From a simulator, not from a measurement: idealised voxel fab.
This section sets out a process module, namely voxel fin reveal.
Cross-section cut: width 180 nm, square cells of 5 nm.
Cross-section format: a grid of square cells, given as bands from top to bottom; each band is one or more rows of cells.
Top height, bottom height, nm. Materials left to right, width each, nm. Single material + "full width" = fills band edge to edge. "air" = empty.
Ref level 0: as-received wafer is one material below here. Bottom band extends down with no lower bound ("0 and below").
The notation "30 to 40" denotes a width that varies across the rows of cells in the band, beginning at the first number in the top row, finishing at the second number in the bottom row, and changing by an identical amount from each row to the next.
"remained unchanged" means the step left every cell of the cross-section as it was.
What "Enclosed void listing" gives you is every empty space of 8 cells or more that is cut off from the top. Each appears as width x height at distance, with the distance taken from the left edge and width, height and distance all in nm.
It should be noted that, on the line of a given step, the content following the step's settings is a remark produced by the simulator itself with respect to that step.
If you see "overlay nm" on a step's line and that step has a mask, it's telling you how far right of where it was planned the mask ended up; a negative number means it went left instead.
[So here's the lineup of process steps we planned]
1. RECEIVE | material Si
2. CONFORMAL_DEP | material SiN | thk nm 10
3. DIRECTIONAL_DEP | material aC | thk nm 15
4. PATTERN | tone cover | mask id FINS | material resist | width nm 15 | pitch nm 40 | thk nm 35 | overlay nm 0
5. DIRECTIONAL_ETCH | etch materials aC | depth nm 15
6. STRIP | etch materials resist
7. DIRECTIONAL_ETCH | etch materials SiN | depth nm 10
8. DIRECTIONAL_ETCH | etch materials Si | depth nm 35
9. STRIP | etch materials aC
10. FILL_DEP | material SiO2 | thk nm 10
11. CMP | height nm 10
12. SELECTIVE_ETCH | etch materials SiO2 | depth nm 20
13. STRIP | etch materials SiN
[Incoming wafer, cross-sectional view, post step 1]
> 0 and below: Si full width
> Enclosed void listing: none
[Final wafer profile in cross-section after the module, from the same start and plan as above, with one mistake made during processing]
> 0 down to -10: air: 35, Si: 25, air: 15, Si: 25, air: 15, Si: 25, air: 40
> -10 down to -35: SiO2: 35, Si: 25, SiO2: 15, Si: 25, SiO2: 15, Si: 25, SiO2: 40
> -35 and below: Si full width
> Enclosed void listing: none
Plan not followed: step 4 off recipe, ran as PATTERN | tone cover | mask id FINS | material resist | width nm 25 | pitch nm 40 | thk nm 35 | overlay nm 0
